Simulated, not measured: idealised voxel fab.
The following is a process module called voxel capacitor over wiring.
Each square cell in cross-section cut measures 5 nm, and the section as a whole is 145 nm wide.
A cross-section in this document is a grid of square cells, and it is written down as bands, the top band listed before the ones below it; a band is made up of one or more rows of cells.
Per band: top height and bottom height in nm, followed by the left-to-right materials and their widths in nm; "all across" marks a single material spanning edge to edge, "blank" marks empty space.
All heights in this document are referenced to 0, defined as the level beneath which the wafer, as received, consists entirely of one material. The lowest band is not bounded below; it extends indefinitely downward and is written in the form "z 0 and below".
Width "30 to 40": first value at the band's top row of cells, second value at its bottom row, equal change from row to row.
When a step is marked "nothing altered", none of the cells in the cross-section changed during that step.
Under "Closed void entries" you'll find the enclosed gaps, the ones with no way out to the top, that are 8 cells or bigger; each reads width x height at distance, with distance counted from the left edge, everything in nm.
The remark found on a step's line after its settings is issued by the simulator itself and pertains to that step.
Among the settings permitted on a step's line is "overlay nm"; applied to a step with a mask, it specifies the extent to which the mask lay to the right of its planned position, whereas a negative figure signifies a position to the left.
Process steps - plan:
1) RECEIVE: material Si
2) CONFORMAL_DEP: material SiO2, thk nm 15
3) DIRECTIONAL_DEP: material TiN, thk nm 5
4) DIRECTIONAL_DEP: material Ru, thk nm 15
5) PATTERN: tone cover, mask id METAL_1, material resist, width nm 25, pitch nm 75, thk nm 20, overlay nm 0
6) DIRECTIONAL_ETCH: etch materials Ru, depth nm 15
7) DIRECTIONAL_ETCH: etch materials TiN, depth nm 5
8) STRIP: etch materials resist
9) FILL_DEP: material SiO2, thk nm 10
10) CMP: height nm 35
11) CONFORMAL_DEP: material SiCN, thk nm 5
12) DIRECTIONAL_DEP: material SiO2, thk nm 10
13) DIRECTIONAL_DEP: material aC, thk nm 15
14) PATTERN: tone open, mask id PLUG_1, material resist, width nm 15, thk nm 30, overlay nm 0
15) DIRECTIONAL_ETCH: etch materials aC, depth nm 15
16) STRIP: etch materials resist
17) DIRECTIONAL_ETCH: etch materials SiO2, depth nm 10
18) DIRECTIONAL_ETCH: etch materials SiCN, depth nm 5
19) STRIP: etch materials aC
20) CONFORMAL_DEP: material TiN, thk nm 5
21) FILL_DEP: material W, thk nm 5
22) CMP: height nm 50
23) DIRECTIONAL_DEP: material TiN, thk nm 5
24) DIRECTIONAL_DEP: material Al2O3, thk nm 5
25) DIRECTIONAL_DEP: material TiN, thk nm 10
26) DIRECTIONAL_DEP: material aC, thk nm 10
27) PATTERN: tone cover, mask id UPPER_PLATE, material resist, width nm 55, thk nm 25, overlay nm 0
28) DIRECTIONAL_ETCH: etch materials aC, depth nm 10
29) STRIP: etch materials resist
30) DIRECTIONAL_ETCH: etch materials TiN, depth nm 10
31) DIRECTIONAL_ETCH: etch materials Al2O3, depth nm 5
32) STRIP: etch materials aC
33) PATTERN: tone cover, mask id LOWER_PLATE, material resist, width nm 65, thk nm 15, overlay nm 0
34) DIRECTIONAL_ETCH: etch materials TiN, depth nm 5
35) STRIP: etch materials resist
36) FILL_DEP: material SiO2, thk nm 20
37) CMP: height nm 85
38) PATTERN: tone open, mask id PLUG_2, material resist, width nm 15, thk nm 20, overlay nm 0
39) DIRECTIONAL_ETCH: etch materials SiO2, depth nm 15
40) STRIP: etch materials resist
41) CONFORMAL_DEP: material TiN, thk nm 5
42) FILL_DEP: material Ru, thk nm 5
43) CMP: height nm 85
44) CONFORMAL_DEP: material SiN, thk nm 5
Wafer as received: cross-section following step 1:
> z 0 and below  Si all across
> Closed void entries: none
Wafer cross-section at module end: first of two, run to plan:
> z 90 to 85  SiN all across
> z 85 to 75  40 of SiO2, 5 of TiN, 5 of Ru, 5 of TiN, 90 of SiO2
> z 75 to 70  40 of SiO2, 15 of TiN, 90 of SiO2
> z 70 to 60  30 of SiO2, 55 of TiN, 60 of SiO2
> z 60 to 55  30 of SiO2, 55 of Al2O3, 60 of SiO2
> z 55 to 50  25 of SiO2, 65 of TiN, 55 of SiO2
> z 50 to 40  30 of SiO2, 5 of TiN, 5 of W, 5 of TiN, 100 of SiO2
> z 40 to 35  30 of SiCN, 15 of TiN, 100 of SiCN
> z 35 to 20  20 of SiO2, 25 of Ru, 50 of SiO2, 25 of Ru, 25 of SiO2
> z 20 to 15  20 of SiO2, 25 of TiN, 50 of SiO2, 25 of TiN, 25 of SiO2
> z 15 to 0  SiO2 all across
> z 0 and below  Si all across
> Closed void entries: none
Here is the second of the two wafers cut open at the end of the module - same start, same plan as the first one, but we made one mistake running it:
> z 90 to 85  SiN all across
> z 85 to 75  40 of SiO2, 5 of TiN, 5 of Ru, 5 of TiN, 90 of SiO2
> z 75 to 70  40 of SiO2, 15 of TiN, 90 of SiO2
> z 70 to 60  30 of SiO2, 55 of TiN, 60 of SiO2
> z 60 to 55  30 of SiO2, 55 of Al2O3, 60 of SiO2
> z 55 to 50  25 of SiO2, 65 of TiN, 55 of SiO2
> z 50 to 40  30 of SiO2, 5 of TiN, 5 of W, 5 of TiN, 100 of SiO2
> z 40 to 35  30 of SiCN, 15 of TiN, 100 of SiCN
> z 35 to 30  20 of SiO2, 25 of TiN, 50 of SiO2, 25 of TiN, 25 of SiO2
> z 30 to 15  TiN all across
> z 15 to 0  SiO2 all across
> z 0 and below  Si all across
> Closed void entries: none
Short version of what went wrong: step 4 off recipe, ran as DIRECTIONAL_DEP: material TiN, thk nm 15
Heads up, by the end the second wafer has more or fewer cells of some materials compared to the first: 30 fewer of Ru; 57 fewer of SiO2; 87 more of TiN
